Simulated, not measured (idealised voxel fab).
process module | voxel quadruple lines
cross-section cut | 160 nm wide | cells 5 nm
A cross-section is a grid of square cells, given in bands from the top down. A band is one or more rows of cells.
Each band's line starts with the height of the band's top and of its bottom, in nm. Then come its materials from left to right, each with its width in nm. One material with "throughout" fills the band from edge to edge. "air" is empty space.
Height 0 is the level under which the wafer as received is all one material. The lowest band goes on downwards, as in "0 down".
A width such as "30 to 40" changes by the same amount from each row of cells to the next, from the band's top row to its bottom row.
"no change" after a step means that no cell of the cross-section changed.
closed voids: empty space of 8 cells or more with no open way to the top, each as width x height at its distance from the left edge, in nm
after a step's settings: what the simulator itself notes on the step
overlay nm, on a step with a mask: how far to the right of its planned place the mask lay; to the left if negative
plan
1 op RECEIVE | material Si
2 op CONFORMAL_DEP | material Al2O3 | thk nm 10
3 op DIRECTIONAL_DEP | material Ru | thk nm 10
4 op DIRECTIONAL_DEP | material polySi | thk nm 20
5 op DIRECTIONAL_DEP | material aC | thk nm 25
6 op PATTERN | tone cover | mask id MANDREL | material resist | width nm 30 | thk nm 30 | overlay nm 0
7 op DIRECTIONAL_ETCH | etch materials aC | depth nm 25
8 op STRIP | etch materials resist
9 op CONFORMAL_DEP | material SiO2 | thk nm 10
10 op DIRECTIONAL_ETCH | etch materials SiO2 | depth nm 10
11 op STRIP | etch materials aC
12 op DIRECTIONAL_ETCH | etch materials polySi | depth nm 20
13 op STRIP | etch materials SiO2
14 op CONFORMAL_DEP | material SiCN | thk nm 10
15 op DIRECTIONAL_ETCH | etch materials SiCN | depth nm 10
16 op STRIP | etch materials polySi
17 op DIRECTIONAL_ETCH | etch materials Ru | depth nm 10
18 op STRIP | etch materials SiCN
19 op FILL_DEP | material lowk | thk nm 5
20 op CMP | height nm 20
first wafer, as planned
as received, after step 1
  0 down: Si throughout
  closed voids: none
after step 2
  10 to 0: Al2O3 throughout
  below 0: unchanged
after step 3
  20 to 10: Ru throughout
  below 10: unchanged
after step 4
  40 to 20: polySi throughout
  below 20: unchanged
after step 5
  65 to 40: aC throughout
  below 40: unchanged
after step 6
  95 to 65: air 65 | resist 30 | air 65
  below 65: unchanged
after step 7
  70 to 65: air 65 | resist 30 | air 65
  65 to 40: air 65 | aC 30 | air 65
  below 40: unchanged
after step 8
  65 to 40: air 65 | aC 30 | air 65
  below 40: unchanged
after step 9
  75 to 65: air 55 | SiO2 50 | air 55
  65 to 50: air 55 | SiO2 10 | aC 30 | SiO2 10 | air 55
  50 to 40: SiO2 65 | aC 30 | SiO2 65
  below 40: unchanged
after step 10
  65 to 40: air 55 | SiO2 10 | aC 30 | SiO2 10 | air 55
  below 40: unchanged
after step 11
  65 to 40: air 55 | SiO2 10 | air 30 | SiO2 10 | air 55
  below 40: unchanged
after step 12
  65 to 40: air 55 | SiO2 10 | air 30 | SiO2 10 | air 55
  40 to 20: air 55 | polySi 10 | air 30 | polySi 10 | air 55
  below 20: unchanged
after step 13
  40 to 20: air 55 | polySi 10 | air 30 | polySi 10 | air 55
  below 20: unchanged
after step 14
  50 to 40: air 45 | SiCN 30 | air 10 | SiCN 30 | air 45
  40 to 30: air 45 | SiCN 10 | polySi 10 | SiCN 10 | air 10 | SiCN 10 | polySi 10 | SiCN 10 | air 45
  30 to 20: SiCN 55 | polySi 10 | SiCN 30 | polySi 10 | SiCN 55
  below 20: unchanged
after step 15
  40 to 20: air 45 | SiCN 10 | polySi 10 | SiCN 10 | air 10 | SiCN 10 | polySi 10 | SiCN 10 | air 45
  below 20: unchanged
after step 16
  40 to 20: air 45 | SiCN 10 | air 10 | SiCN 10 | air 10 | SiCN 10 | air 10 | SiCN 10 | air 45
  below 20: unchanged
after step 17
  40 to 20: air 45 | SiCN 10 | air 10 | SiCN 10 | air 10 | SiCN 10 | air 10 | SiCN 10 | air 45
  20 to 10: air 45 | Ru 10 | air 10 | Ru 10 | air 10 | Ru 10 | air 10 | Ru 10 | air 45
  below 10: unchanged
after step 18
  20 to 10: air 45 | Ru 10 | air 10 | Ru 10 | air 10 | Ru 10 | air 10 | Ru 10 | air 45
  below 10: unchanged
after step 19
  25 to 20: lowk throughout
  20 to 10: lowk 45 | Ru 10 | lowk 10 | Ru 10 | lowk 10 | Ru 10 | lowk 10 | Ru 10 | lowk 45
  below 10: unchanged
after step 20
  20 to 10: lowk 45 | Ru 10 | lowk 10 | Ru 10 | lowk 10 | Ru 10 | lowk 10 | Ru 10 | lowk 45
  below 10: unchanged
second wafer: like start, like plan, one mistake. Through step 5 it matches the first wafer
when step 6 should have ended
  95 to 65: resist 65 | air 30 | resist 65
  below 65: unchanged
when step 7 should have ended
  70 to 65: resist 65 | air 30 | resist 65
  65 to 40: aC 65 | air 30 | aC 65
  below 40: unchanged
when step 8 should have ended
  65 to 40: aC 65 | air 30 | aC 65
  below 40: unchanged
when step 9 should have ended
  75 to 65: SiO2 75 | air 10 | SiO2 75
  65 to 50: aC 65 | SiO2 10 | air 10 | SiO2 10 | aC 65
  50 to 40: aC 65 | SiO2 30 | aC 65
  below 40: unchanged
when step 10 should have ended
  65 to 40: aC 65 | SiO2 10 | air 10 | SiO2 10 | aC 65
  below 40: unchanged
when step 11 should have ended
  65 to 40: air 65 | SiO2 10 | air 10 | SiO2 10 | air 65
  below 40: unchanged
when step 12 should have ended
  65 to 40: air 65 | SiO2 10 | air 10 | SiO2 10 | air 65
  40 to 20: air 65 | polySi 10 | air 10 | polySi 10 | air 65
  below 20: unchanged
when step 13 should have ended
  40 to 20: air 65 | polySi 10 | air 10 | polySi 10 | air 65
  below 20: unchanged
when step 14 should have ended
  50 to 40: air 55 | SiCN 50 | air 55
  40 to 30: air 55 | SiCN 10 | polySi 10 | SiCN 10 | polySi 10 | SiCN 10 | air 55
  30 to 20: SiCN 65 | polySi 10 | SiCN 10 | polySi 10 | SiCN 65
  below 20: unchanged
when step 15 should have ended
  40 to 20: air 55 | SiCN 10 | polySi 10 | SiCN 10 | polySi 10 | SiCN 10 | air 55
  below 20: unchanged
when step 16 should have ended
  40 to 20: air 55 | SiCN 10 | air 10 | SiCN 10 | air 10 | SiCN 10 | air 55
  below 20: unchanged
when step 17 should have ended
  40 to 20: air 55 | SiCN 10 | air 10 | SiCN 10 | air 10 | SiCN 10 | air 55
  20 to 10: air 55 | Ru 10 | air 10 | Ru 10 | air 10 | Ru 10 | air 55
  below 10: unchanged
when step 18 should have ended
  20 to 10: air 55 | Ru 10 | air 10 | Ru 10 | air 10 | Ru 10 | air 55
  below 10: unchanged
when step 19 should have ended
  25 to 20: lowk throughout
  20 to 10: lowk 55 | Ru 10 | lowk 10 | Ru 10 | lowk 10 | Ru 10 | lowk 55
  below 10: unchanged
when step 20 should have ended
  20 to 10: lowk 55 | Ru 10 | lowk 10 | Ru 10 | lowk 10 | Ru 10 | lowk 55
  below 10: unchanged
what went wrong: step 6 ran as: op PATTERN | tone open | mask id MANDREL | material resist | width nm 30 | thk nm 30 | overlay nm 0
at the end the second wafer has, in cells: 4 fewer of Ru | 4 more of lowk
